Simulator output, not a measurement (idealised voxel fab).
The following process module bears the name voxel air gaps.
Cross-section cut spans 165 nm and uses square cells 5 nm in size.
Cross-section, as written here: a square-cell grid given band by band from the top down, where a band holds one or more rows of cells.
This entry defines a band. It first specifies the height of the band's top and the height of its bottom in nm, and then specifies the band's materials from left to right, stating each material with its width in nm. The word "full width" identifies a single material that fills the band from edge to edge, while the word "empty" identifies empty space.
Heights from 0 (as-received wafer is one material below). Bottom band endless downward, as "z 0 and below".
The width entry "30->40" should be interpreted row by row: the top row of cells in the band takes the first number, the bottom row takes the second number, and the change between adjacent rows is uniform throughout.
Take "nothing was modified" at face value: in the step it is given for, the cross-section changed in none of its cells.
If an empty space has no open way to the top and is at least 8 cells in size, "Closed void register" lists it, written width x height at distance, where distance is measured from the left edge and every value is in nm.
That trailing text on a step's line, after the settings, is the simulator's own remark on the step.
Each step line may optionally specify "overlay nm", which for a step with a mask gives the rightward distance between the mask's planned place and where it lay, a negative value indicating the leftward direction.

### List of planned process steps
1,RECEIVE [material Si]
2,CONFORMAL_DEP [material SiO2] [thk nm 15]
3,CONFORMAL_DEP [material SiCN] [thk nm 5]
4,DIRECTIONAL_DEP [material lowk] [thk nm 30]
5,DIRECTIONAL_DEP [material aC] [thk nm 10]
6,PATTERN [tone open] [mask id LINES] [material resist] [width nm 20] [pitch nm 45] [thk nm 25] [overlay nm 0]
7,DIRECTIONAL_ETCH [etch materials aC] [depth nm 10]
8,STRIP [etch materials resist]
9,DIRECTIONAL_ETCH [etch materials lowk] [depth nm 30]
10,STRIP [etch materials aC]
11,CONFORMAL_DEP [material TiN] [thk nm 5]
12,FILL_DEP [material Ru] [thk nm 5]
13,CMP [height nm 50]
14,EPI [material Ru] [thk nm 10]
15,SELECTIVE_ETCH [etch materials lowk] [depth nm 40]
16,CONFORMAL_DEP [material SiCN] [thk nm 5]
The wafers in this document start out alike and differ in the thk nm applied at step 16; the plan shows the value used for the first wafer.

### Here's the first of the wafers in cross-section, just as we got it, i.e. after step 1
    z 0 and below | Si full width
    Closed void register: none

### Take any row and you have a wafer at the end of the module: how many cells of each material it has gained (+) or lost (-) since it was received, and then its closed voids
thk nm 5, +78 Ru, +130 SiCN, +99 SiO2, +42 TiN, Closed void register: 15 x 20 at 50; 15 x 20 at 95
thk nm 10, +78 Ru, +187 SiCN, +99 SiO2, +42 TiN, Closed void register: 15 x 20 at 50; 15 x 20 at 95
thk nm 15, +78 Ru, +244 SiCN, +99 SiO2, +42 TiN, Closed void register: 15 x 20 at 50; 15 x 20 at 95
thk nm 20, +78 Ru, +285 SiCN, +99 SiO2, +42 TiN, Closed void register: 15 x 20 at 50; 15 x 20 at 95
